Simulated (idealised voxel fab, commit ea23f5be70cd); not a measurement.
The process module that follows is named voxel released beams.
275 nm wide, 5 nm square cells: that's cross-section cut.
If you're reading a cross-section in this doc, picture square cells in a grid; it comes to you as bands, top ones listed first down to the bottom, and a band can be one or more rows of cells.
First you get the band's top height and its bottom height, in nm, and then the materials it's made of, left to right, with each width in nm. If you see a single material with "all across", that one covers the band edge to edge. "empty" is empty space.
Basically, 0 is our baseline, since under it the wafer straight out of the box is all one material. The bottom band has no lower end and keeps on going down, so it looks like "0 and below".
Read "30 to 40" as a graded width: first number on top, second number at the bottom, same change between each pair of neighbouring rows.
Given "nothing got changed" for a step, no cell of the cross-section differs between before and after that step.
This entry, "Sealed void list", enumerates those empty regions of no fewer than 8 cells that possess no open connection to the top. Each region is reported in the form width x height at distance, the distance being taken from the left edge, with all three quantities expressed in nm.
Heads up: the bit after the settings on a step's line is the simulator's remark on that step.
overlay nm: for a step with a mask, the amount by which the mask lay right of where it was planned; a negative amount means left of it.

## Process steps - plan
1. op RECEIVE | material Si
2. op CONFORMAL_DEP | material Al2O3 | thk nm 10
3. op DIRECTIONAL_DEP | material SiO2 | thk nm 15
4. op MASKED_ETCH | tone open | mask id ANCHOR | width nm 25 | etch materials SiO2 | depth nm 15 | overlay nm 0
5. op CONFORMAL_DEP | material SiN | thk nm 10
6. op MASKED_ETCH | tone cover | mask id BEAM | width nm 95 | etch materials SiN | depth nm 10 | overlay nm 0
7. op STRIP | etch materials SiO2
Don't read the plan's width nm for step 6 as applying to every wafer: that's the first wafer's value, and the wafers differ in it, though they all start identical.

## Sectional view: first of several wafers, as received, after step 1
> 0 and below  Si all across
> Sealed void list: none

## Cross-sectional representation of the first of several wafers at the end of the module, i.e. after its terminal step, step 7
> 35 down to 25  empty 85 nm, SiN 10 nm, empty 5 nm, SiN 80 nm, empty 95 nm
> 25 down to 20  empty 85 nm, SiN 10 nm, empty 5 nm, SiN 10 nm, empty 165 nm
> 20 down to 10  empty 85 nm, SiN 25 nm, empty 165 nm
> 10 down to 0  Al2O3 all across
> 0 and below  Si all across
> Sealed void list: none

## Last wafer x-sec, end of module
> 35 down to 25  empty 75 nm, SiN 20 nm, empty 5 nm, SiN 95 nm, empty 80 nm
> 25 down to 20  empty 85 nm, SiN 10 nm, empty 5 nm, SiN 10 nm, empty 165 nm
> 20 down to 10  empty 85 nm, SiN 25 nm, empty 165 nm
> 10 down to 0  Al2O3 all across
> 0 and below  Si all across
> Sealed void list: none

## Gained (+) or lost (-) cells of each material since receipt, then closed voids: one row per wafer, at the end of the module
width nm 95, +110 Al2O3, +50 SiN, Sealed void list: none
width nm 100, +110 Al2O3, +52 SiN, Sealed void list: none
width nm 105, +110 Al2O3, +54 SiN, Sealed void list: none
width nm 110, +110 Al2O3, +56 SiN, Sealed void list: none
width nm 115, +110 Al2O3, +58 SiN, Sealed void list: none
width nm 120, +110 Al2O3, +60 SiN, Sealed void list: none
